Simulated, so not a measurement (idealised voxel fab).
The following process module bears the name voxel wiring stack.
Section cut is 195 nm wide and gridded with 5 nm square cells.
Bands, listed from the top down, are how a cross-section gets written in this document; the cross-section itself is a grid of square cells, and a band is one or more rows of them.
First you get the band's top height and its bottom height, in nm, and then the materials it's made of, left to right, with each width in nm. If you see a single material with "full width", that one covers the band edge to edge. "air" is empty space.
Height 0 is the level under which the wafer as received is all one material. The lowest band goes on downwards, as in "0 nm and below".
You'd read "30 to 40" like this: the band's top row of cells is as wide as the first number, its bottom row is as wide as the second, and going down, every row changes width by the same amount as the row before did.
The cross-section has no changed cell in any step marked "no alteration".
If an empty space has no open way to the top and is at least 8 cells in size, "Enclosed internal cavities" lists it, written width x height at distance, where distance is measured from the left edge and every value is in nm.
Post-settings text on a step line: simulator's own remark regarding the step.
Each step line may optionally specify "overlay nm", which for a step with a mask gives the rightward distance between the mask's planned place and where it lay, a negative value indicating the leftward direction.
**Listed below are the process steps as planned**
1: RECEIVE [material Si]
2: CONFORMAL_DEP [material SiO2] [thk nm 15]
3: DIRECTIONAL_DEP [material TiN] [thk nm 5]
4: DIRECTIONAL_DEP [material W] [thk nm 20]
5: MASKED_ETCH [tone cover] [mask id METAL_1] [width nm 25] [pitch nm 55] [etch materials W] [depth nm 20] [overlay nm 0]
6: MASKED_ETCH [tone cover] [mask id METAL_1] [width nm 25] [pitch nm 55] [etch materials TiN] [depth nm 5] [overlay nm 0]
7: CONFORMAL_DEP [material SiN] [thk nm 5]
8: FILL_DEP [material lowk] [thk nm 5]
9: CMP [height nm 40]
10: CONFORMAL_DEP [material SiCN] [thk nm 5]
11: DIRECTIONAL_DEP [material SiO2] [thk nm 15]
12: DIRECTIONAL_DEP [material aC] [thk nm 10]
13: PATTERN [tone open] [mask id PLUG_1] [material resist] [width nm 15] [thk nm 25] [overlay nm 0]
14: DIRECTIONAL_ETCH [etch materials aC] [depth nm 10]
15: STRIP [etch materials resist]
16: DIRECTIONAL_ETCH [etch materials SiO2] [depth nm 15]
17: DIRECTIONAL_ETCH [etch materials SiCN] [depth nm 5]
18: STRIP [etch materials aC]
19: EPI [material Ru] [thk nm 10]
20: EPI [material Ru] [thk nm 10]
21: CONFORMAL_DEP [material SiN] [thk nm 5]
22: DIRECTIONAL_DEP [material SiO2] [thk nm 25]
23: PATTERN [tone open] [mask id METAL_2] [material resist] [width nm 25] [pitch nm 55] [thk nm 15] [overlay nm 0]
24: DIRECTIONAL_ETCH [etch materials SiO2] [depth nm 25]
25: DIRECTIONAL_ETCH [etch materials SiN] [depth nm 5]
26: STRIP [etch materials resist]
27: CONFORMAL_DEP [material TiN] [thk nm 5]
28: FILL_DEP [material W] [thk nm 10]
29: CMP [height nm 90]
30: CONFORMAL_DEP [material SiN] [thk nm 5]
**As received (post step 1): cross-section**
> 0 nm and below: Si full width
> Enclosed internal cavities: none
**Wafer at module end, in section. Began as above, planned as above, run with one mistake**
> 95 nm to 90 nm: SiN full width
> 90 nm to 65 nm: SiO2 55 nm, TiN 5 nm, W 15 nm, TiN 5 nm, SiO2 30 nm, TiN 5 nm, W 15 nm, TiN 5 nm, SiO2 60 nm
> 65 nm to 60 nm: SiN 55 nm, TiN 25 nm, SiN 30 nm, TiN 25 nm, SiN 60 nm
> 60 nm to 50 nm: SiO2 55 nm, SiN 5 nm, TiN 5 nm, SiN 5 nm, SiO2 125 nm
> 50 nm to 45 nm: SiO2 full width
> 45 nm to 40 nm: SiCN full width
> 40 nm to 20 nm: lowk 50 nm, SiN 5 nm, W 25 nm, SiN 5 nm, lowk 20 nm, SiN 5 nm, W 25 nm, SiN 5 nm, lowk 55 nm
> 20 nm to 15 nm: SiN 55 nm, TiN 25 nm, SiN 30 nm, TiN 25 nm, SiN 60 nm
> 15 nm to 0 nm: SiO2 full width
> 0 nm and below: Si full width
> Enclosed internal cavities: none
What broke from the plan during processing? off-plan run, step 16, actual operation and settings DIRECTIONAL_ETCH [etch materials SiO2] [depth nm 10]
